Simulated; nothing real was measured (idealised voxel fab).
This is a process module. Its name is voxel gate over fins.
It is cross-section cut that appears here, measuring 295 nm in width, its square cells being 5 nm in size.
The cross-sections in this document take the form of a grid made of square cells. They are written out as bands, in order from top to bottom. Each band consists of one or more rows of cells. Basically the band line says how high the top is and how high the bottom is, in nm, and then what's in it from left to right, every material with its width in nm. Empty space shows up as "empty", and if a single material carries "throughout" it runs the full band edge to edge. Beneath 0, the wafer as received is one material, and that level is where height counting begins. The lowest band goes on downward without a bottom; it is written like "0..down". A width given as "30..40" starts at the first number in the band's top row and ends at the second number in its bottom row, shifting by an equal amount at every step from row to row. Step marked "all unchanged"? Then no cell in the cross-section changed in it. "Completely sealed voids" enumerates empty spaces isolated from the top, with no open way to it, that contain at least 8 cells, giving each as width x height at distance from the left edge, all three in nm. Read whatever lies past the settings on a step's line as the simulator's own remark about the step. The "overlay nm" setting may appear on a step's line; for a step that uses a mask, it gives how far to the right of its planned position the mask lay, and a negative value indicates the left.
[Process steps foreseen in the plan]
| 1 | RECEIVE with material Si |
| 2 | CONFORMAL_DEP with material SiN, thk nm 10 |
| 3 | MASKED_ETCH with tone cover, mask id FINS, width nm 15, pitch nm 55, etch materials SiN, depth nm 10, overlay nm 0 |
| 4 | MASKED_ETCH with tone cover, mask id FINS, width nm 15, pitch nm 55, etch materials Si, depth nm 35, overlay nm 0 |
| 5 | FILL_DEP with material SiO2, thk nm 10 |
| 6 | CMP with height nm 10 |
| 7 | PATTERN with tone open, mask id RAIL, material resist, width nm 15, thk nm 15, overlay nm 0 |
| 8 | DIRECTIONAL_ETCH with etch materials SiO2, depth nm 40 |
| 9 | STRIP with etch materials resist |
| 10 | CONFORMAL_DEP with material TiN, thk nm 5 |
| 11 | FILL_DEP with material Ru, thk nm 5 |
| 12 | CMP with height nm 10 |
| 13 | SELECTIVE_ETCH with etch materials W Ru TiN, depth nm 30 |
| 14 | FILL_DEP with material SiO2, thk nm 5 |
| 15 | CMP with height nm 10 |
| 16 | SELECTIVE_ETCH with etch materials SiO2, depth nm 25 |
| 17 | STRIP with etch materials SiN |
| 18 | CONFORMAL_DEP with material HfO2, thk nm 5 |
| 19 | CONFORMAL_DEP with material TiN, thk nm 5 |
| 20 | FILL_DEP with material W, thk nm 10 |
| 21 | CMP with height nm 15 |
| 22 | CONFORMAL_DEP with material SiCN, thk nm 10 |
[Delivered wafer in cross-section: state after step 1]
	0..down  Si throughout
	Completely sealed voids: none
[Final wafer profile in cross-section after the module, from the same start and plan as above, with one mistake made during processing]
	25..15  SiCN throughout
	15..5  W throughout
	5..0  105 nm W, 25 nm TiN, 30 nm W, 25 nm TiN, 110 nm W
	0..-10  105 nm W, 5 nm TiN, 15 nm Si, 5 nm TiN, 30 nm W, 5 nm TiN, 15 nm Si, 5 nm TiN, 110 nm W
	-10..-15  110 nm TiN, 15 nm Si, 40 nm TiN, 15 nm Si, 115 nm TiN
	-15..-20  110 nm SiO2, 15 nm Si, 40 nm SiO2, 15 nm Si, 115 nm SiO2
	-20..-25  110 nm SiO2, 15 nm Si, 10 nm SiO2, 5 nm TiN, 5 nm Ru, 5 nm TiN, 15 nm SiO2, 15 nm Si, 115 nm SiO2
	-25..-30  110 nm SiO2, 15 nm Si, 10 nm SiO2, 15 nm TiN, 15 nm SiO2, 15 nm Si, 115 nm SiO2
	-30..-35  110 nm SiO2, 15 nm Si, 40 nm SiO2, 15 nm Si, 115 nm SiO2
	-35..down  Si throughout
	Completely sealed voids: none
Error vs. plan: step 18 was left out
